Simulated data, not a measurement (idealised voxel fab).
process module | voxel quadruple lines
cross-section cut | 205 nm wide | cells 5 nm
A cross-section is a grid of square cells, given in bands from the top down. A band is one or more rows of cells.
Each band's line starts with the height of the band's top and of its bottom, in nm. Then come its materials from left to right, each with its width in nm. One material with "throughout" fills the band from edge to edge. "air" is empty space.
Height 0 is the level under which the wafer as received is all one material. The lowest band goes on downwards, as in "0 down".
A width such as "30 to 40" changes by the same amount from each row of cells to the next, from the band's top row to its bottom row.
"no change" after a step means that no cell of the cross-section changed.
closed voids: empty space of 8 cells or more with no open way to the top, each as width x height at its distance from the left edge, in nm
after a step's settings: what the simulator itself notes on the step
overlay nm, on a step with a mask: how far to the right of its planned place the mask lay; to the left if negative
plan
1 op RECEIVE | material Si
2 op CONFORMAL_DEP | material SiO2 | thk nm 5
3 op DIRECTIONAL_DEP | material Ru | thk nm 15
4 op DIRECTIONAL_DEP | material polySi | thk nm 15
5 op DIRECTIONAL_DEP | material aC | thk nm 20
6 op PATTERN | tone cover | mask id MANDREL | material resist | width nm 25 | thk nm 25 | overlay nm 0
7 op DIRECTIONAL_ETCH | etch materials aC | depth nm 20
8 op STRIP | etch materials resist
9 op CONFORMAL_DEP | material SiO2 | thk nm 5
10 op DIRECTIONAL_ETCH | etch materials SiO2 | depth nm 15
11 op STRIP | etch materials aC
12 op DIRECTIONAL_ETCH | etch materials polySi | depth nm 15
13 op STRIP | etch materials SiO2
14 op CONFORMAL_DEP | material SiCN | thk nm 5
15 op DIRECTIONAL_ETCH | etch materials SiCN | depth nm 5
16 op STRIP | etch materials polySi
17 op DIRECTIONAL_ETCH | etch materials Ru | depth nm 15
18 op STRIP | etch materials SiCN
19 op FILL_DEP | material lowk | thk nm 5
20 op CMP | height nm 20
varied across the wafers: thk nm of step 9. The plan shows the first wafer's value. All wafers start alike
first wafer as received, after step 1
  0 down: Si throughout
  closed voids: none
first wafer at the end, after step 20
  20 to 5: lowk 80 | Ru 5 | lowk 5 | Ru 5 | lowk 15 | Ru 5 | lowk 5 | Ru 5 | lowk 80
  5 to 0: SiO2 throughout
  0 down: Si throughout
  closed voids: none
last wafer at the end
  20 to 5: lowk 70 | Ru 5 | lowk 15 | Ru 5 | lowk 15 | Ru 5 | lowk 15 | Ru 5 | lowk 70
  5 to 0: SiO2 throughout
  0 down: Si throughout
  closed voids: none
each wafer at the end: cells of each material gained (+) or lost (-) since it was received, then its closed voids
thk nm 5 | +12 Ru | +41 SiO2 | +111 lowk | closed voids: none
thk nm 10 | +12 Ru | +41 SiO2 | +111 lowk | closed voids: none
thk nm 15 | +12 Ru | +41 SiO2 | +111 lowk | closed voids: none
